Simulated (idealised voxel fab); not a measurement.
Documented hereafter: the process module known as voxel transistor to metal.
The cross-section shown here is cut; it is 295 nm wide and divided into square cells measuring 5 nm on a side.
If you're reading a cross-section in this doc, picture square cells in a grid; it comes to you as bands, top ones listed first down to the bottom, and a band can be one or more rows of cells.
Each band's line starts with the height of the band's top and of its bottom, in nm. Then come its materials from left to right, each with its width in nm. One material with "edge to edge" fills the band from edge to edge. "empty" is empty space.
A quick word on heights: they are counted from 0, and under that level the wafer as it came to us is one material throughout. The lowest band is different from the rest in having no bottom; it simply continues downward, written as in "0 and below".
Think of "30 to 40" as a width that walks from the first number to the second as you go down the band, top row to bottom row, taking equal-sized steps from row to row.
Any step labelled "identical to before" changed none of the cells in the cross-section.
This entry, "Closed void entries", enumerates those empty regions of no fewer than 8 cells that possess no open connection to the top. Each region is reported in the form width x height at distance, the distance being taken from the left edge, with all three quantities expressed in nm.
Heads up: the bit after the settings on a step's line is the simulator's remark on that step.
overlay nm: for a step with a mask, the amount by which the mask lay right of where it was planned; a negative amount means left of it.
Note: before/after cross-section pairs follow, one process step per pair, after-side truncated at the lowest changed band, step and settings given beneath. Different runs of this module on the same starting wafer may supply the pairs; a pair continues the one above only where the "Cross-section, before" entry says so.

Cross-section, before:
    25 down to 5  45 lowk | 10 SiN | 40 empty | 10 SiN | 80 lowk | 10 SiN | 40 empty | 10 SiN | 50 lowk
    5 down to 0  20 lowk | 10 SiN | 15 nSi | 10 SiN | 40 empty | 10 SiN | 15 nSi | 10 SiN | 30 lowk | 10 SiN | 15 nSi | 10 SiN | 40 empty | 10 SiN | 15 nSi | 10 SiN | 25 lowk
    0 down to -5  30 SiO2 | 15 nSi | 10 SiO2 | 40 empty | 10 SiO2 | 15 nSi | 50 SiO2 | 15 nSi | 10 SiO2 | 40 empty | 10 SiO2 | 15 nSi | 35 SiO2
    -5 down to -15  20 SiO2 | 10 Si | 15 nSi | 60 Si | 15 nSi | 10 Si | 30 SiO2 | 10 Si | 15 nSi | 60 Si | 15 nSi | 10 Si | 25 SiO2
    -15 down to -35  20 SiO2 | 110 Si | 30 SiO2 | 110 Si | 25 SiO2
    -35 and below  Si edge to edge
    Closed void entries: none

Cross-Section After Step:
    30 down to 25  60 HfO2 | 30 empty | 110 HfO2 | 30 empty | 65 HfO2
    25 down to 5  45 lowk | 10 SiN | 5 HfO2 | 30 empty | 5 HfO2 | 10 SiN | 80 lowk | 10 SiN | 5 HfO2 | 30 empty | 5 HfO2 | 10 SiN | 50 lowk
    5 down to 0  20 lowk | 10 SiN | 15 nSi | 10 SiN | 5 HfO2 | 30 empty | 5 HfO2 | 10 SiN | 15 nSi | 10 SiN | 30 lowk | 10 SiN | 15 nSi | 10 SiN | 5 HfO2 | 30 empty | 5 HfO2 | 10 SiN | 15 nSi | 10 SiN | 25 lowk
    0 down to -5  30 SiO2 | 15 nSi | 10 SiO2 | 40 HfO2 | 10 SiO2 | 15 nSi | 50 SiO2 | 15 nSi | 10 SiO2 | 40 HfO2 | 10 SiO2 | 15 nSi | 35 SiO2
    below -5: unchanged
    Closed void entries: none
What step was run between the cross-section before it and the cross-section after it, both above? op CONFORMAL_DEP | material HfO2 | thk nm 5

Cross-section, before: Please consult the pair immediately above; the cross-section it shows after its step is the state before this step.

Cross-Section After Step:
    35 down to 30  65 TiN | 20 empty | 120 TiN | 20 empty | 70 TiN
    30 down to 25  60 HfO2 | 5 TiN | 20 empty | 5 TiN | 110 HfO2 | 5 TiN | 20 empty | 5 TiN | 65 HfO2
    25 down to 5  45 lowk | 10 SiN | 5 HfO2 | 5 TiN | 20 empty | 5 TiN | 5 HfO2 | 10 SiN | 80 lowk | 10 SiN | 5 HfO2 | 5 TiN | 20 empty | 5 TiN | 5 HfO2 | 10 SiN | 50 lowk
    5 down to 0  20 lowk | 10 SiN | 15 nSi | 10 SiN | 5 HfO2 | 30 TiN | 5 HfO2 | 10 SiN | 15 nSi | 10 SiN | 30 lowk | 10 SiN | 15 nSi | 10 SiN | 5 HfO2 | 30 TiN | 5 HfO2 | 10 SiN | 15 nSi | 10 SiN | 25 lowk
    below 0: unchanged
    Closed void entries: none
What step was run between the cross-section before it and the cross-section after it, both above? op CONFORMAL_DEP | material TiN | thk nm 5

Cross-section, before: Please consult the pair immediately above; the cross-section it shows after its step is the state before this step.

Cross-Section After Step:
    45 down to 35  W edge to edge
    35 down to 30  65 TiN | 20 W | 120 TiN | 20 W | 70 TiN
    30 down to 25  60 HfO2 | 5 TiN | 20 W | 5 TiN | 110 HfO2 | 5 TiN | 20 W | 5 TiN | 65 HfO2
    25 down to 5  45 lowk | 10 SiN | 5 HfO2 | 5 TiN | 20 W | 5 TiN | 5 HfO2 | 10 SiN | 80 lowk | 10 SiN | 5 HfO2 | 5 TiN | 20 W | 5 TiN | 5 HfO2 | 10 SiN | 50 lowk
    below 5: unchanged
    Closed void entries: none
What step was run between the cross-section before it and the cross-section after it, both above? op FILL_DEP | material W | thk nm 10

Cross-section, before: Please consult the pair immediately above; the cross-section it shows after its step is the state before this step.

Cross-Section After Step:
    20 down to 5  45 lowk | 10 SiN | 5 HfO2 | 5 TiN | 20 W | 5 TiN | 5 HfO2 | 10 SiN | 80 lowk | 10 SiN | 5 HfO2 | 5 TiN | 20 W | 5 TiN | 5 HfO2 | 10 SiN | 50 lowk
    below 5: unchanged
    Closed void entries: none
What step was run between the cross-section before it and the cross-section after it, both above? op CMP | height nm 20

Cross-section, before: Please consult the pair immediately above; the cross-section it shows after its step is the state before this step.

Cross-Section After Step:
    35 down to 20  SiO2 edge to edge
    below 20: unchanged
    Closed void entries: none
What step was run between the cross-section before it and the cross-section after it, both above? op DIRECTIONAL_DEP | material SiO2 | thk nm 15

Cross-section, before: Please consult the pair immediately above; the cross-section it shows after its step is the state before this step.

Cross-Section After Step:
    50 down to 35  25 resist | 15 empty | 70 resist | 15 empty | 40 resist | 15 empty | 70 resist | 15 empty | 30 resist
    below 35: unchanged
    Closed void entries: none
What step was run between the cross-section before it and the cross-section after it, both above? op PATTERN | tone open | mask id CONTACT | material resist | width nm 15 | thk nm 15 | overlay nm 0

Cross-section, before: Please consult the pair immediately above; the cross-section it shows after its step is the state before this step.

Cross-Section After Step:
    50 down to 35  25 resist | 15 empty | 70 resist | 15 empty | 40 resist | 15 empty | 70 resist | 15 empty | 30 resist
    35 down to 20  25 SiO2 | 15 empty | 70 SiO2 | 15 empty | 40 SiO2 | 15 empty | 70 SiO2 | 15 empty | 30 SiO2
    below 20: unchanged
    Closed void entries: none
What step was run between the cross-section before it and the cross-section after it, both above? op DIRECTIONAL_ETCH | etch materials SiO2 | depth nm 30

Cross-section, before: Please consult the pair immediately above; the cross-section it shows after its step is the state before this step.

Cross-Section After Step:
    35 down to 20  25 SiO2 | 15 empty | 70 SiO2 | 15 empty | 40 SiO2 | 15 empty | 70 SiO2 | 15 empty | 30 SiO2
    below 20: unchanged
    Closed void entries: none
What step was run between the cross-section before it and the cross-section after it, both above? op STRIP | etch materials resist

Cross-section, before: Please consult the pair immediately above; the cross-section it shows after its step is the state before this step.

Cross-Section After Step:
    40 down to 35  30 TiN | 5 empty | 80 TiN | 5 empty | 50 TiN | 5 empty | 80 TiN | 5 empty | 35 TiN
    35 down to 25  25 SiO2 | 5 TiN | 5 empty | 5 TiN | 70 SiO2 | 5 TiN | 5 empty | 5 TiN | 40 SiO2 | 5 TiN | 5 empty | 5 TiN | 70 SiO2 | 5 TiN | 5 empty | 5 TiN | 30 SiO2
    25 down to 20  25 SiO2 | 15 TiN | 70 SiO2 | 15 TiN | 40 SiO2 | 15 TiN | 70 SiO2 | 15 TiN | 30 SiO2
    below 20: unchanged
    Closed void entries: none
What step was run between the cross-section before it and the cross-section after it, both above? op CONFORMAL_DEP | material TiN | thk nm 5

Cross-section, before: Please consult the pair immediately above; the cross-section it shows after its step is the state before this step.

Cross-Section After Step:
    45 down to 40  W edge to edge
    40 down to 35  30 TiN | 5 W | 80 TiN | 5 W | 50 TiN | 5 W | 80 TiN | 5 W | 35 TiN
    35 down to 25  25 SiO2 | 5 TiN | 5 W | 5 TiN | 70 SiO2 | 5 TiN | 5 W | 5 TiN | 40 SiO2 | 5 TiN | 5 W | 5 TiN | 70 SiO2 | 5 TiN | 5 W | 5 TiN | 30 SiO2
    below 25: unchanged
    Closed void entries: none
What step was run between the cross-section before it and the cross-section after it, both above? op FILL_DEP | material W | thk nm 5

Cross-section, before: Please consult the pair immediately above; the cross-section it shows after its step is the state before this step.

Cross-Section After Step:
    35 down to 25  25 SiO2 | 5 TiN | 5 W | 5 TiN | 70 SiO2 | 5 TiN | 5 W | 5 TiN | 40 SiO2 | 5 TiN | 5 W | 5 TiN | 70 SiO2 | 5 TiN | 5 W | 5 TiN | 30 SiO2
    below 25: unchanged
    Closed void entries: none
What step was run between the cross-section before it and the cross-section after it, both above? op CMP | height nm 35

Cross-section, before: Please consult the pair immediately above; the cross-section it shows after its step is the state before this step.

Cross-Section After Step:
    40 down to 35  TiN edge to edge
    below 35: unchanged
    Closed void entries: none
What step was run between the cross-section before it and the cross-section after it, both above? op DIRECTIONAL_DEP | material TiN | thk nm 5

Cross-section, before: Please consult the pair immediately above; the cross-section it shows after its step is the state before this step.

Cross-Section After Step:
    60 down to 40  W edge to edge
    below 40: unchanged
    Closed void entries: none
What step was run between the cross-section before it and the cross-section after it, both above? op DIRECTIONAL_DEP | material W | thk nm 20

Cross-section, before: Please consult the pair immediately above; the cross-section it shows after its step is the state before this step.

Cross-Section After Step:
    70 down to 60  aC edge to edge
    below 60: unchanged
    Closed void entries: none
What step was run between the cross-section before it and the cross-section after it, both above? op DIRECTIONAL_DEP | material aC | thk nm 10

Cross-section, before: Please consult the pair immediately above; the cross-section it shows after its step is the state before this step.

Cross-Section After Step:
    95 down to 70  25 empty | 15 resist | 70 empty | 15 resist | 40 empty | 15 resist | 70 empty | 15 resist | 30 empty
    below 70: unchanged
    Closed void entries: none
What step was run between the cross-section before it and the cross-section after it, both above? op PATTERN | tone cover | mask id METAL_1 | material resist | width nm 15 | thk nm 25 | overlay nm 0

Cross-section, before: Please consult the pair immediately above; the cross-section it shows after its step is the state before this step.

Cross-Section After Step:
    85 down to 70  25 empty | 15 resist | 70 empty | 15 resist | 40 empty | 15 resist | 70 empty | 15 resist | 30 empty
    70 down to 60  25 empty | 15 aC | 70 empty | 15 aC | 40 empty | 15 aC | 70 empty | 15 aC | 30 empty
    below 60: unchanged
    Closed void entries: none
What step was run between the cross-section before it and the cross-section after it, both above? op DIRECTIONAL_ETCH | etch materials aC | depth nm 10

Cross-section, before: Please consult the pair immediately above; the cross-section it shows after its step is the state before this step.

Cross-Section After Step:
    70 down to 60  25 empty | 15 aC | 70 empty | 15 aC | 40 empty | 15 aC | 70 empty | 15 aC | 30 empty
    below 60: unchanged
    Closed void entries: none
What step was run between the cross-section before it and the cross-section after it, both above? op STRIP | etch materials resist

Cross-section, before: Please consult the pair immediately above; the cross-section it shows after its step is the state before this step.

Cross-Section After Step:
    70 down to 60  25 empty | 15 aC | 70 empty | 15 aC | 40 empty | 15 aC | 70 empty | 15 aC | 30 empty
    60 down to 40  25 empty | 15 W | 70 empty | 15 W | 40 empty | 15 W | 70 empty | 15 W | 30 empty
    below 40: unchanged
    Closed void entries: none
What step was run between the cross-section before it and the cross-section after it, both above? op DIRECTIONAL_ETCH | etch materials W | depth nm 20

Cross-section, before: Please consult the pair immediately above; the cross-section it shows after its step is the state before this step.

Cross-Section After Step:
    70 down to 60  25 empty | 15 aC | 70 empty | 15 aC | 40 empty | 15 aC | 70 empty | 15 aC | 30 empty
    60 down to 40  25 empty | 15 W | 70 empty | 15 W | 40 empty | 15 W | 70 empty | 15 W | 30 empty
    40 down to 35  25 empty | 15 TiN | 70 empty | 15 TiN | 40 empty | 15 TiN | 70 empty | 15 TiN | 30 empty
    below 35: unchanged
    Closed void entries: none
What step was run between the cross-section before it and the cross-section after it, both above? op DIRECTIONAL_ETCH | etch materials TiN | depth nm 5

Cross-section, before: Please consult the pair immediately above; the cross-section it shows after its step is the state before this step.

Cross-Section After Step:
    60 down to 40  25 empty | 15 W | 70 empty | 15 W | 40 empty | 15 W | 70 empty | 15 W | 30 empty
    below 40: unchanged
    Closed void entries: none
What step was run between the cross-section before it and the cross-section after it, both above? op STRIP | etch materials aC

Cross-section, before: Please consult the pair immediately above; the cross-section it shows after its step is the state before this step.

Cross-Section After Step:
    70 down to 60  lowk edge to edge
    60 down to 40  25 lowk | 15 W | 70 lowk | 15 W | 40 lowk | 15 W | 70 lowk | 15 W | 30 lowk
    40 down to 35  25 lowk | 15 TiN | 70 lowk | 15 TiN | 40 lowk | 15 TiN | 70 lowk | 15 TiN | 30 lowk
    below 35: unchanged
    Closed void entries: none
What step was run between the cross-section before it and the cross-section after it, both above? op FILL_DEP | material lowk | thk nm 10

Cross-section, before: Please consult the pair immediately above; the cross-section it shows after its step is the state before this step.

Cross-Section After Step:
    60 down to 40  25 lowk | 15 W | 70 lowk | 15 W | 40 lowk | 15 W | 70 lowk | 15 W | 30 lowk
    below 40: unchanged
    Closed void entries: none
What step was run between the cross-section before it and the cross-section after it, both above? op CMP | height nm 60

Cross-section, before: Please consult the pair immediately above; the cross-section it shows after its step is the state before this step.

Cross-Section After Step:
    65 down to 60  SiCN edge to edge
    below 60: unchanged
    Closed void entries: none
What step was run between the cross-section before it and the cross-section after it, both above? op CONFORMAL_DEP | material SiCN | thk nm 5

Cross-section, before: Please consult the pair immediately above; the cross-section it shows after its step is the state before this step.

Cross-Section After Step:
    100 down to 65  lowk edge to edge
    below 65: unchanged
    Closed void entries: none
What step was run between the cross-section before it and the cross-section after it, both above? op DIRECTIONAL_DEP | material lowk | thk nm 35

Cross-section, before: Please consult the pair immediately above; the cross-section it shows after its step is the state before this step.

Cross-Section After Step:
    100 down to 80  25 lowk | 15 empty | 125 lowk | 15 empty | 115 lowk
    below 80: unchanged
    Closed void entries: none
What step was run between the cross-section before it and the cross-section after it, both above? op MASKED_ETCH | tone open | mask id METAL_2 | width nm 15 | pitch nm 140 | etch materials lowk | depth nm 20 | overlay nm 0

Cross-section, before: Please consult the pair immediately above; the cross-section it shows after its step is the state before this step.

Cross-Section After Step:
    120 down to 100  25 resist | 15 empty | 125 resist | 15 empty | 115 resist
    below 100: unchanged
    Closed void entries: none
What step was run between the cross-section before it and the cross-section after it, both above? op PATTERN | tone open | mask id METAL_2_HOLES | material resist | width nm 15 | pitch nm 140 | thk nm 20 | overlay nm 0

Cross-section, before: Please consult the pair immediately above; the cross-section it shows after its step is the state before this step.

Cross-Section After Step:
    120 down to 100  25 resist | 15 empty | 125 resist | 15 empty | 115 resist
    100 down to 65  25 lowk | 15 empty | 125 lowk | 15 empty | 115 lowk
    below 65: unchanged
    Closed void entries: none
What step was run between the cross-section before it and the cross-section after it, both above? op DIRECTIONAL_ETCH | etch materials lowk | depth nm 15

Cross-section, before: Please consult the pair immediately above; the cross-section it shows after its step is the state before this step.

Cross-Section After Step:
    120 down to 100  25 resist | 15 empty | 125 resist | 15 empty | 115 resist
    100 down to 65  25 lowk | 15 empty | 125 lowk | 15 empty | 115 lowk
    65 down to 60  25 SiCN | 15 empty | 125 SiCN | 15 empty | 115 SiCN
    below 60: unchanged
    Closed void entries: none
What step was run between the cross-section before it and the cross-section after it, both above? op DIRECTIONAL_ETCH | etch materials SiCN | depth nm 5

Cross-section, before: Please consult the pair immediately above; the cross-section it shows after its step is the state before this step.

Cross-Section After Step:
    100 down to 65  25 lowk | 15 empty | 125 lowk | 15 empty | 115 lowk
    below 65: unchanged
    Closed void entries: none
What step was run between the cross-section before it and the cross-section after it, both above? op STRIP | etch materials resist

Cross-section, before: Please consult the pair immediately above; the cross-section it shows after its step is the state before this step.

Cross-Section After Step:
    105 down to 100  30 TiN | 5 empty | 135 TiN | 5 empty | 120 TiN
    100 down to 65  25 lowk | 5 TiN | 5 empty | 5 TiN | 125 lowk | 5 TiN | 5 empty | 5 TiN | 115 lowk
    65 down to 60  25 SiCN | 15 TiN | 125 SiCN | 15 TiN | 115 SiCN
    below 60: unchanged
    Closed void entries: none
What step was run between the cross-section before it and the cross-section after it, both above? op CONFORMAL_DEP | material TiN | thk nm 5

Cross-section, before: Please consult the pair immediately above; the cross-section it shows after its step is the state before this step.

Cross-Section After Step:
    110 down to 105  Ru edge to edge
    105 down to 100  30 TiN | 5 Ru | 135 TiN | 5 Ru | 120 TiN
    100 down to 65  25 lowk | 5 TiN | 5 Ru | 5 TiN | 125 lowk | 5 TiN | 5 Ru | 5 TiN | 115 lowk
    below 65: unchanged
    Closed void entries: none
What step was run between the cross-section before it and the cross-section after it, both above? op FILL_DEP | material Ru | thk nm 5

Cross-section, before: Please consult the pair immediately above; the cross-section it shows after its step is the state before this step.

Cross-Section After Step:
    100 down to 65  25 lowk | 5 TiN | 5 Ru | 5 TiN | 125 lowk | 5 TiN | 5 Ru | 5 TiN | 115 lowk
    below 65: unchanged
    Closed void entries: none
What step was run between the cross-section before it and the cross-section after it, both above? op CMP | height nm 100

Cross-section, before: Please consult the pair immediately above; the cross-section it shows after its step is the state before this step.

Cross-Section After Step:
    105 down to 100  SiCN edge to edge
    below 100: unchanged
    Closed void entries: none
What step was run between the cross-section before it and the cross-section after it, both above? op CONFORMAL_DEP | material SiCN | thk nm 5

Cross-section, before:
    15 down to 5  SiN edge to edge
    5 down to 0  SiO2 edge to edge
    0 and below  Si edge to edge
    Closed void entries: none

Cross-Section After Step:
    35 down to 15  20 resist | 110 empty | 30 resist | 110 empty | 25 resist
    below 15: unchanged
    Closed void entries: none
What step was run between the cross-section before it and the cross-section after it, both above? op PATTERN | tone open | mask id ACTIVE | material resist | width nm 110 | pitch nm 140 | thk nm 20 | overlay nm 0

Cross-section, before: Please consult the pair immediately above; the cross-section it shows after its step is the state before this step.

Cross-Section After Step:
    35 down to 15  20 resist | 110 empty | 30 resist | 110 empty | 25 resist
    15 down to 5  20 SiN | 110 empty | 30 SiN | 110 empty | 25 SiN
    below 5: unchanged
    Closed void entries: none
What step was run between the cross-section before it and the cross-section after it, both above? op DIRECTIONAL_ETCH | etch materials SiN | depth nm 10

Cross-section, before: Please consult the pair immediately above; the cross-section it shows after its step is the state before this step.

Cross-Section After Step:
    35 down to 15  20 resist | 110 empty | 30 resist | 110 empty | 25 resist
    15 down to 5  20 SiN | 110 empty | 30 SiN | 110 empty | 25 SiN
    5 down to 0  20 SiO2 | 110 empty | 30 SiO2 | 110 empty | 25 SiO2
    below 0: unchanged
    Closed void entries: none
What step was run between the cross-section before it and the cross-section after it, both above? op DIRECTIONAL_ETCH | etch materials SiO2 | depth nm 5

Cross-section, before: Please consult the pair immediately above; the cross-section it shows after its step is the state before this step.

Cross-Section After Step:
    35 down to 15  20 resist | 110 empty | 30 resist | 110 empty | 25 resist
    15 down to 5  20 SiN | 110 empty | 30 SiN | 110 empty | 25 SiN
    5 down to 0  20 SiO2 | 110 empty | 30 SiO2 | 110 empty | 25 SiO2
    0 down to -35  20 Si | 110 empty | 30 Si | 110 empty | 25 Si
    below -35: unchanged
    Closed void entries: none
What step was run between the cross-section before it and the cross-section after it, both above? op DIRECTIONAL_ETCH | etch materials Si | depth nm 35

Cross-section, before: Please consult the pair immediately above; the cross-section it shows after its step is the state before this step.

Cross-Section After Step:
    15 down to 5  20 SiN | 110 empty | 30 SiN | 110 empty | 25 SiN
    below 5: unchanged
    Closed void entries: none
What step was run between the cross-section before it and the cross-section after it, both above? op STRIP | etch materials resist

Cross-section, before: Please consult the pair immediately above; the cross-section it shows after its step is the state before this step.

Cross-Section After Step:
    25 down to 15  SiO2 edge to edge
    15 down to 5  20 SiN | 110 SiO2 | 30 SiN | 110 SiO2 | 25 SiN
    5 down to 0  SiO2 edge to edge
    0 down to -35  20 Si | 110 SiO2 | 30 Si | 110 SiO2 | 25 Si
    below -35: unchanged
    Closed void entries: none
What step was run between the cross-section before it and the cross-section after it, both above? op FILL_DEP | material SiO2 | thk nm 10

Cross-section, before: Please consult the pair immediately above; the cross-section it shows after its step is the state before this step.

Cross-Section After Step:
    15 down to 5  20 SiN | 110 SiO2 | 30 SiN | 110 SiO2 | 25 SiN
    below 5: unchanged
    Closed void entries: none
What step was run between the cross-section before it and the cross-section after it, both above? op CMP | height nm 15

Cross-section, before: Please consult the pair immediately above; the cross-section it shows after its step is the state before this step.

Cross-Section After Step:
    15 down to 10  20 SiN | 110 empty | 30 SiN | 110 empty | 25 SiN
    below 10: unchanged
    Closed void entries: none
What step was run between the cross-section before it and the cross-section after it, both above? op SELECTIVE_ETCH | etch materials SiO2 | depth nm 5

Cross-section, before: Please consult the pair immediately above; the cross-section it shows after its step is the state before this step.

Cross-Section After Step:
    10 down to 5  20 empty | 110 SiO2 | 30 empty | 110 SiO2 | 25 empty
    below 5: unchanged
    Closed void entries: none
What step was run between the cross-section before it and the cross-section after it, both above? op STRIP | etch materials SiN

Cross-section, before: Please consult the pair immediately above; the cross-section it shows after its step is the state before this step.

Cross-Section After Step:
    5 down to 0  25 empty | 100 SiO2 | 40 empty | 100 SiO2 | 30 empty
    below 0: unchanged
    Closed void entries: none
What step was run between the cross-section before it and the cross-section after it, both above? op SELECTIVE_ETCH | etch materials SiO2 | depth nm 5

Cross-section, before: Please consult the pair immediately above; the cross-section it shows after its step is the state before this step.

Cross-Section After Step:
    5 down to 0  25 empty | 100 SiO2 | 40 empty | 100 SiO2 | 30 empty
    0 down to -5  SiO2 edge to edge
    below -5: unchanged
    Closed void entries: none
What step was run between the cross-section before it and the cross-section after it, both above? op OXIDIZE | depth nm 5

Cross-section, before: Please consult the pair immediately above; the cross-section it shows after its step is the state before this step.

Cross-Section After Step:
    30 down to 25  25 empty | 100 polySi | 40 empty | 100 polySi | 30 empty
    25 down to 5  polySi edge to edge
    5 down to 0  25 polySi | 100 SiO2 | 40 polySi | 100 SiO2 | 30 polySi
    below 0: unchanged
    Closed void entries: none
What step was run between the cross-section before it and the cross-section after it, both above? op DIRECTIONAL_DEP | material polySi | thk nm 25

Cross-section, before: Please consult the pair immediately above; the cross-section it shows after its step is the state before this step.

Cross-Section After Step:
    45 down to 40  25 empty | 100 SiCN | 40 empty | 100 SiCN | 30 empty
    40 down to 30  SiCN edge to edge
    30 down to 25  25 SiCN | 100 polySi | 40 SiCN | 100 polySi | 30 SiCN
    below 25: unchanged
    Closed void entries: none
What step was run between the cross-section before it and the cross-section after it, both above? op DIRECTIONAL_DEP | material SiCN | thk nm 15

Cross-section, before: Please consult the pair immediately above; the cross-section it shows after its step is the state before this step.

Cross-Section After Step:
    65 down to 45  60 empty | 30 resist | 110 empty | 30 resist | 65 empty
    below 45: unchanged
    Closed void entries: none
What step was run between the cross-section before it and the cross-section after it, both above? op PATTERN | tone cover | mask id GATE | material resist | width nm 30 | pitch nm 140 | thk nm 20 | overlay nm 0

Cross-section, before: Please consult the pair immediately above; the cross-section it shows after its step is the state before this step.

Cross-Section After Step:
    65 down to 45  60 empty | 30 resist | 110 empty | 30 resist | 65 empty
    45 down to 30  60 empty | 30 SiCN | 110 empty | 30 SiCN | 65 empty
    30 down to 25  25 empty | 100 polySi | 40 empty | 100 polySi | 30 empty
    below 25: unchanged
    Closed void entries: none
What step was run between the cross-section before it and the cross-section after it, both above? op DIRECTIONAL_ETCH | etch materials SiCN | depth nm 25

Cross-section, before: Please consult the pair immediately above; the cross-section it shows after its step is the state before this step.

Cross-Section After Step:
    65 down to 45  60 empty | 30 resist | 110 empty | 30 resist | 65 empty
    45 down to 30  60 empty | 30 SiCN | 110 empty | 30 SiCN | 65 empty
    30 down to 5  60 empty | 30 polySi | 110 empty | 30 polySi | 65 empty
    5 down to 0  25 empty | 100 SiO2 | 40 empty | 100 SiO2 | 30 empty
    below 0: unchanged
    Closed void entries: none
What step was run between the cross-section before it and the cross-section after it, both above? op DIRECTIONAL_ETCH | etch materials polySi | depth nm 35

Cross-section, before: Please consult the pair immediately above; the cross-section it shows after its step is the state before this step.

Cross-Section After Step:
    45 down to 30  60 empty | 30 SiCN | 110 empty | 30 SiCN | 65 empty
    below 30: unchanged
    Closed void entries: none
What step was run between the cross-section before it and the cross-section after it, both above? op STRIP | etch materials resist

Cross-section, before: Please consult the pair immediately above; the cross-section it shows after its step is the state before this step.

Cross-Section After Step:
    50 down to 45  55 empty | 40 SiO2 | 100 empty | 40 SiO2 | 60 empty
    45 down to 30  55 empty | 5 SiO2 | 30 SiCN | 5 SiO2 | 100 empty | 5 SiO2 | 30 SiCN | 5 SiO2 | 60 empty
    30 down to 10  55 empty | 5 SiO2 | 30 polySi | 5 SiO2 | 100 empty | 5 SiO2 | 30 polySi | 5 SiO2 | 60 empty
    10 down to 5  20 empty | 40 SiO2 | 30 polySi | 40 SiO2 | 30 empty | 40 SiO2 | 30 polySi | 40 SiO2 | 25 empty
    5 down to -5  SiO2 edge to edge
    below -5: unchanged
    Closed void entries: none
What step was run between the cross-section before it and the cross-section after it, both above? op CONFORMAL_DEP | material SiO2 | thk nm 5

Cross-section, before: Please consult the pair immediately above; the cross-section it shows after its step is the state before this step.

Cross-Section After Step:
    45 down to 30  55 empty | 5 SiO2 | 30 SiCN | 5 SiO2 | 100 empty | 5 SiO2 | 30 SiCN | 5 SiO2 | 60 empty
    30 down to 5  55 empty | 5 SiO2 | 30 polySi | 5 SiO2 | 100 empty | 5 SiO2 | 30 polySi | 5 SiO2 | 60 empty
    5 down to 0  20 empty | 110 SiO2 | 30 empty | 110 SiO2 | 25 empty
    below 0: unchanged
    Closed void entries: none
What step was run between the cross-section before it and the cross-section after it, both above? op DIRECTIONAL_ETCH | etch materials SiO2 | depth nm 5

Cross-section, before: Please consult the pair immediately above; the cross-section it shows after its step is the state before this step.

Cross-Section After Step:
    55 down to 45  45 empty | 60 SiN | 80 empty | 60 SiN | 50 empty
    45 down to 30  45 empty | 10 SiN | 5 SiO2 | 30 SiCN | 5 SiO2 | 10 SiN | 80 empty | 10 SiN | 5 SiO2 | 30 SiCN | 5 SiO2 | 10 SiN | 50 empty
    30 down to 15  45 empty | 10 SiN | 5 SiO2 | 30 polySi | 5 SiO2 | 10 SiN | 80 empty | 10 SiN | 5 SiO2 | 30 polySi | 5 SiO2 | 10 SiN | 50 empty
    15 down to 10  10 empty | 45 SiN | 5 SiO2 | 30 polySi | 5 SiO2 | 45 SiN | 10 empty | 45 SiN | 5 SiO2 | 30 polySi | 5 SiO2 | 45 SiN | 15 empty
    10 down to 5  55 SiN | 5 SiO2 | 30 polySi | 5 SiO2 | 100 SiN | 5 SiO2 | 30 polySi | 5 SiO2 | 60 SiN
    5 down to 0  20 SiN | 110 SiO2 | 30 SiN | 110 SiO2 | 25 SiN
    below 0: unchanged
    Closed void entries: none
What step was run between the cross-section before it and the cross-section after it, both above? op CONFORMAL_DEP | material SiN | thk nm 10

Cross-section, before: Please consult the pair immediately above; the cross-section it shows after its step is the state before this step.

Cross-Section After Step:
    45 down to 30  45 empty | 10 SiN | 5 SiO2 | 30 SiCN | 5 SiO2 | 10 SiN | 80 empty | 10 SiN | 5 SiO2 | 30 SiCN | 5 SiO2 | 10 SiN | 50 empty
    30 down to 5  45 empty | 10 SiN | 5 SiO2 | 30 polySi | 5 SiO2 | 10 SiN | 80 empty | 10 SiN | 5 SiO2 | 30 polySi | 5 SiO2 | 10 SiN | 50 empty
    5 down to 0  10 empty | 10 SiN | 110 SiO2 | 10 SiN | 10 empty | 10 SiN | 110 SiO2 | 10 SiN | 15 empty
    below 0: unchanged
    Closed void entries: none
What step was run between the cross-section before it and the cross-section after it, both above? op DIRECTIONAL_ETCH | etch materials SiN | depth nm 10

Cross-section, before: Please consult the pair immediately above; the cross-section it shows after its step is the state before this step.

Cross-Section After Step:
    45 down to 40  45 empty | 10 SiN | 5 empty | 30 SiCN | 5 empty | 10 SiN | 80 empty | 10 SiN | 5 empty | 30 SiCN | 5 empty | 10 SiN | 50 empty
    40 down to 30  45 empty | 10 SiN | 5 SiO2 | 30 SiCN | 5 SiO2 | 10 SiN | 80 empty | 10 SiN | 5 SiO2 | 30 SiCN | 5 SiO2 | 10 SiN | 50 empty
    30 down to 5  45 empty | 10 SiN | 5 SiO2 | 30 polySi | 5 SiO2 | 10 SiN | 80 empty | 10 SiN | 5 SiO2 | 30 polySi | 5 SiO2 | 10 SiN | 50 empty
    5 down to 0  10 empty | 10 SiN | 25 empty | 60 SiO2 | 25 empty | 10 SiN | 10 empty | 10 SiN | 25 empty | 60 SiO2 | 25 empty | 10 SiN | 15 empty
    0 down to -5  10 empty | 130 SiO2 | 10 empty | 130 SiO2 | 15 empty
    below -5: unchanged
    Closed void entries: none
What step was run between the cross-section before it and the cross-section after it, both above? op DIRECTIONAL_ETCH | etch materials SiO2 | depth nm 5

Cross-section, before: Please consult the pair immediately above; the cross-section it shows after its step is the state before this step.

Cross-Section After Step:
    45 down to 40  45 empty | 10 SiN | 5 empty | 30 SiCN | 5 empty | 10 SiN | 80 empty | 10 SiN | 5 empty | 30 SiCN | 5 empty | 10 SiN | 50 empty
    40 down to 30  45 empty | 10 SiN | 5 SiO2 | 30 SiCN | 5 SiO2 | 10 SiN | 80 empty | 10 SiN | 5 SiO2 | 30 SiCN | 5 SiO2 | 10 SiN | 50 empty
    30 down to 5  45 empty | 10 SiN | 5 SiO2 | 30 polySi | 5 SiO2 | 10 SiN | 80 empty | 10 SiN | 5 SiO2 | 30 polySi | 5 SiO2 | 10 SiN | 50 empty
    5 down to 0  10 empty | 10 SiN | 25 empty | 60 SiO2 | 25 empty | 10 SiN | 10 empty | 10 SiN | 25 empty | 60 SiO2 | 25 empty | 10 SiN | 15 empty
    0 down to -5  10 empty | 130 SiO2 | 10 empty | 130 SiO2 | 15 empty
    -5 down to -15  10 empty | 10 Si | 110 SiO2 | 10 Si | 10 empty | 10 Si | 110 SiO2 | 10 Si | 15 empty
    below -15: unchanged
    Closed void entries: none
What step was run between the cross-section before it and the cross-section after it, both above? op DIRECTIONAL_ETCH | etch materials Si | depth nm 10
